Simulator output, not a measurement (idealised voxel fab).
process module | voxel wiring stack
cross-section cut | 165 nm wide | cells 5 nm
A cross-section is a grid of square cells, given in bands from the top down. A band is one or more rows of cells.
Each band's line starts with the height of the band's top and of its bottom, in nm. Then come its materials from left to right, each with its width in nm. One material with "throughout" fills the band from edge to edge. "air" is empty space.
Height 0 is the level under which the wafer as received is all one material. The lowest band goes on downwards, as in "0 down".
A width such as "30 to 40" changes by the same amount from each row of cells to the next, from the band's top row to its bottom row.
"no change" after a step means that no cell of the cross-section changed.
closed voids: empty space of 8 cells or more with no open way to the top, each as width x height at its distance from the left edge, in nm
after a step's settings: what the simulator itself notes on the step
overlay nm, on a step with a mask: how far to the right of its planned place the mask lay; to the left if negative
plan
1 op RECEIVE | material Si
2 op CONFORMAL_DEP | material SiO2 | thk nm 10
3 op CONFORMAL_DEP | material SiCN | thk nm 5
4 op DIRECTIONAL_DEP | material lowk | thk nm 20
5 op MASKED_ETCH | tone open | mask id METAL_1 | width nm 20 | pitch nm 35 | etch materials lowk | depth nm 20 | overlay nm 0
6 op MASKED_ETCH | tone open | mask id METAL_1 | width nm 20 | pitch nm 35 | etch materials SiCN | depth nm 5 | overlay nm 0
7 op CONFORMAL_DEP | material TiN | thk nm 5
8 op FILL_DEP | material Ru | thk nm 10
9 op CMP | height nm 35
10 op CONFORMAL_DEP | material SiCN | thk nm 5
11 op DIRECTIONAL_DEP | material SiO2 | thk nm 35
12 op MASKED_ETCH | tone open | mask id METAL_2 | width nm 20 | pitch nm 35 | etch materials SiO2 | depth nm 20 | overlay nm 0
13 op MASKED_ETCH | tone open | mask id METAL_2_HOLES | width nm 15 | pitch nm 70 | etch materials SiO2 | depth nm 15 | overlay nm 0
14 op MASKED_ETCH | tone open | mask id METAL_2_HOLES | width nm 15 | pitch nm 70 | etch materials SiCN | depth nm 5 | overlay nm 0
15 op CONFORMAL_DEP | material TiN | thk nm 5
16 op FILL_DEP | material Cu | thk nm 5
17 op CMP | height nm 75
18 op CONFORMAL_DEP | material SiCN | thk nm 5
as received, after step 1
  0 down: Si throughout
  closed voids: none
a wafer at the end: this start, this plan, one mistake
  80 to 75: SiCN throughout
  75 to 65: SiO2 25 | TiN 5 | Cu 15 | TiN 5 | SiO2 10 | TiN 5 | Cu 10 | TiN 5 | SiO2 15 | TiN 5 | Cu 15 | TiN 5 | SiO2 45
  65 to 60: SiO2 25 | TiN 5 | Cu 10 | TiN 10 | SiO2 10 | TiN 5 | Cu 10 | TiN 5 | SiO2 15 | TiN 5 | Cu 10 | TiN 10 | SiO2 45
  60 to 55: SiO2 25 | TiN 20 | SiO2 15 | TiN 20 | SiO2 15 | TiN 20 | SiO2 50
  55 to 40: SiO2 35 | TiN 10 | SiO2 60 | TiN 10 | SiO2 50
  40 to 35: SiCN 35 | TiN 10 | SiCN 60 | TiN 10 | SiCN 50
  35 to 15: lowk 35 | TiN 5 | Ru 10 | TiN 5 | lowk 15 | TiN 5 | Ru 10 | TiN 5 | lowk 15 | TiN 5 | Ru 10 | TiN 5 | lowk 40
  15 to 10: SiCN 35 | TiN 20 | SiCN 15 | TiN 20 | SiCN 15 | TiN 20 | SiCN 40
  10 to 0: SiO2 throughout
  0 down: Si throughout
  closed voids: none
what went wrong: step 12 ran as: op MASKED_ETCH | tone open | mask id METAL_2 | width nm 20 | pitch nm 35 | etch materials SiO2 | depth nm 20 | overlay nm -10
